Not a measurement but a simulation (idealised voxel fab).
process module | voxel double patterning
cross-section cut | 255 nm wide | cells 5 nm
A cross-section is a grid of square cells, given in bands from the top down. A band is one or more rows of cells.
Each band's line starts with the height of the band's top and of its bottom, in nm. Then come its materials from left to right, each with its width in nm. One material with "throughout" fills the band from edge to edge. "air" is empty space.
Height 0 is the level under which the wafer as received is all one material. The lowest band goes on downwards, as in "0 down".
A width such as "30 to 40" changes by the same amount from each row of cells to the next, from the band's top row to its bottom row.
"no change" after a step means that no cell of the cross-section changed.
closed voids: empty space of 8 cells or more with no open way to the top, each as width x height at its distance from the left edge, in nm
after a step's settings: what the simulator itself notes on the step
overlay nm, on a step with a mask: how far to the right of its planned place the mask lay; to the left if negative
plan
1 op RECEIVE | material Si
2 op CONFORMAL_DEP | material SiO2 | thk nm 5
3 op DIRECTIONAL_DEP | material TiN | thk nm 10
4 op DIRECTIONAL_DEP | material SiCN | thk nm 5
5 op PATTERN | tone open | mask id FIRST | material resist | width nm 15 | pitch nm 50 | thk nm 15 | overlay nm 0
6 op DIRECTIONAL_ETCH | etch materials SiCN | depth nm 5
7 op STRIP | etch materials resist
8 op MASKED_ETCH | tone open | mask id SECOND | width nm 15 | etch materials SiCN | depth nm 5 | overlay nm 0
9 op DIRECTIONAL_ETCH | etch materials TiN | depth nm 10
10 op STRIP | etch materials SiCN
first wafer, as planned
as received, after step 1
  0 down: Si throughout
  closed voids: none
after step 2
  5 to 0: SiO2 throughout
  below 0: unchanged
after step 3
  15 to 5: TiN throughout
  below 5: unchanged
after step 4
  20 to 15: SiCN throughout
  below 15: unchanged
after step 5
  35 to 20: resist 95 | air 15 | resist 35 | air 15 | resist 95
  below 20: unchanged
after step 6
  35 to 20: resist 95 | air 15 | resist 35 | air 15 | resist 95
  20 to 15: SiCN 95 | air 15 | SiCN 35 | air 15 | SiCN 95
  below 15: unchanged
after step 7
  20 to 15: SiCN 95 | air 15 | SiCN 35 | air 15 | SiCN 95
  below 15: unchanged
after step 8
  20 to 15: SiCN 95 | air 15 | SiCN 10 | air 15 | SiCN 10 | air 15 | SiCN 95
  below 15: unchanged
after step 9
  20 to 15: SiCN 95 | air 15 | SiCN 10 | air 15 | SiCN 10 | air 15 | SiCN 95
  15 to 5: TiN 95 | air 15 | TiN 10 | air 15 | TiN 10 | air 15 | TiN 95
  below 5: unchanged
after step 10
  15 to 5: TiN 95 | air 15 | TiN 10 | air 15 | TiN 10 | air 15 | TiN 95
  below 5: unchanged
second wafer: like start, like plan, one mistake. Through step 7 it matches the first wafer
when step 8 should have ended
  20 to 15: air 120 | SiCN 15 | air 120
  below 15: unchanged
when step 9 should have ended
  20 to 15: air 120 | SiCN 15 | air 120
  15 to 5: air 120 | TiN 15 | air 120
  below 5: unchanged
when step 10 should have ended
  15 to 5: air 120 | TiN 15 | air 120
  below 5: unchanged
what went wrong: step 8 ran as: op MASKED_ETCH | tone cover | mask id SECOND | width nm 15 | etch materials SiCN | depth nm 5 | overlay nm 0
at the end the second wafer has, in cells: 78 fewer of TiN
